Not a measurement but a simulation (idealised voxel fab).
process module | voxel double patterning
cross-section cut | 175 nm wide | cells 5 nm
A cross-section is a grid of square cells, given in bands from the top down. A band is one or more rows of cells.
Each band's line starts with the height of the band's top and of its bottom, in nm. Then come its materials from left to right, each with its width in nm. One material with "throughout" fills the band from edge to edge. "air" is empty space.
Height 0 is the level under which the wafer as received is all one material. The lowest band goes on downwards, as in "0 down".
A width such as "30 to 40" changes by the same amount from each row of cells to the next, from the band's top row to its bottom row.
"no change" after a step means that no cell of the cross-section changed.
closed voids: empty space of 8 cells or more with no open way to the top, each as width x height at its distance from the left edge, in nm
after a step's settings: what the simulator itself notes on the step
overlay nm, on a step with a mask: how far to the right of its planned place the mask lay; to the left if negative
plan
1 op RECEIVE | material Si
2 op CONFORMAL_DEP | material SiN | thk nm 10
3 op DIRECTIONAL_DEP | material SiO2 | thk nm 10
4 op DIRECTIONAL_DEP | material SiCN | thk nm 5
5 op DIRECTIONAL_DEP | material aC | thk nm 10
6 op PATTERN | tone open | mask id FIRST | material resist | width nm 15 | pitch nm 50 | thk nm 30 | overlay nm 0
7 op DIRECTIONAL_ETCH | etch materials aC | depth nm 10
8 op STRIP | etch materials resist
9 op DIRECTIONAL_ETCH | etch materials SiCN | depth nm 5
10 op STRIP | etch materials aC
11 op MASKED_ETCH | tone open | mask id SECOND | width nm 15 | etch materials SiCN | depth nm 5 | overlay nm 0
12 op DIRECTIONAL_ETCH | etch materials SiO2 | depth nm 10
13 op STRIP | etch materials SiCN
first wafer, as planned
as received, after step 1
  0 down: Si throughout
  closed voids: none
after step 2
  10 to 0: SiN throughout
  below 0: unchanged
after step 3
  20 to 10: SiO2 throughout
  below 10: unchanged
after step 4
  25 to 20: SiCN throughout
  below 20: unchanged
after step 5
  35 to 25: aC throughout
  below 25: unchanged
after step 6
  65 to 35: resist 55 | air 15 | resist 35 | air 15 | resist 55
  below 35: unchanged
after step 7
  55 to 35: resist 55 | air 15 | resist 35 | air 15 | resist 55
  35 to 25: aC 55 | air 15 | aC 35 | air 15 | aC 55
  below 25: unchanged
after step 8
  35 to 25: aC 55 | air 15 | aC 35 | air 15 | aC 55
  below 25: unchanged
after step 9
  35 to 25: aC 55 | air 15 | aC 35 | air 15 | aC 55
  25 to 20: SiCN 55 | air 15 | SiCN 35 | air 15 | SiCN 55
  below 20: unchanged
after step 10
  25 to 20: SiCN 55 | air 15 | SiCN 35 | air 15 | SiCN 55
  below 20: unchanged
after step 11
  25 to 20: SiCN 55 | air 15 | SiCN 10 | air 15 | SiCN 10 | air 15 | SiCN 55
  below 20: unchanged
after step 12
  25 to 20: SiCN 55 | air 15 | SiCN 10 | air 15 | SiCN 10 | air 15 | SiCN 55
  20 to 10: SiO2 55 | air 15 | SiO2 10 | air 15 | SiO2 10 | air 15 | SiO2 55
  below 10: unchanged
after step 13
  20 to 10: SiO2 55 | air 15 | SiO2 10 | air 15 | SiO2 10 | air 15 | SiO2 55
  below 10: unchanged
second wafer: like start, like plan, one mistake. Through step 1 it matches the first wafer
when step 2 should have ended
  10 to 0: SiO2 throughout
  below 0: unchanged
when step 3 should have ended
  20 to 10: SiN throughout
  below 10: unchanged
when step 4 should have ended
  25 to 20: SiCN throughout
  below 20: unchanged
when step 5 should have ended
  35 to 25: aC throughout
  below 25: unchanged
when step 6 should have ended
  65 to 35: resist 55 | air 15 | resist 35 | air 15 | resist 55
  below 35: unchanged
when step 7 should have ended
  55 to 35: resist 55 | air 15 | resist 35 | air 15 | resist 55
  35 to 25: aC 55 | air 15 | aC 35 | air 15 | aC 55
  below 25: unchanged
when step 8 should have ended
  35 to 25: aC 55 | air 15 | aC 35 | air 15 | aC 55
  below 25: unchanged
when step 9 should have ended
  35 to 25: aC 55 | air 15 | aC 35 | air 15 | aC 55
  25 to 20: SiCN 55 | air 15 | SiCN 35 | air 15 | SiCN 55
  below 20: unchanged
when step 10 should have ended
  25 to 20: SiCN 55 | air 15 | SiCN 35 | air 15 | SiCN 55
  below 20: unchanged
when step 11 should have ended
  25 to 20: SiCN 55 | air 15 | SiCN 10 | air 15 | SiCN 10 | air 15 | SiCN 55
  below 20: unchanged
when step 12 should have ended: no change
when step 13 should have ended
  20 to 10: SiN throughout
  below 10: unchanged
what went wrong: steps 2 and 3 were swapped
at the end the second wafer has, in cells: 18 more of SiO2
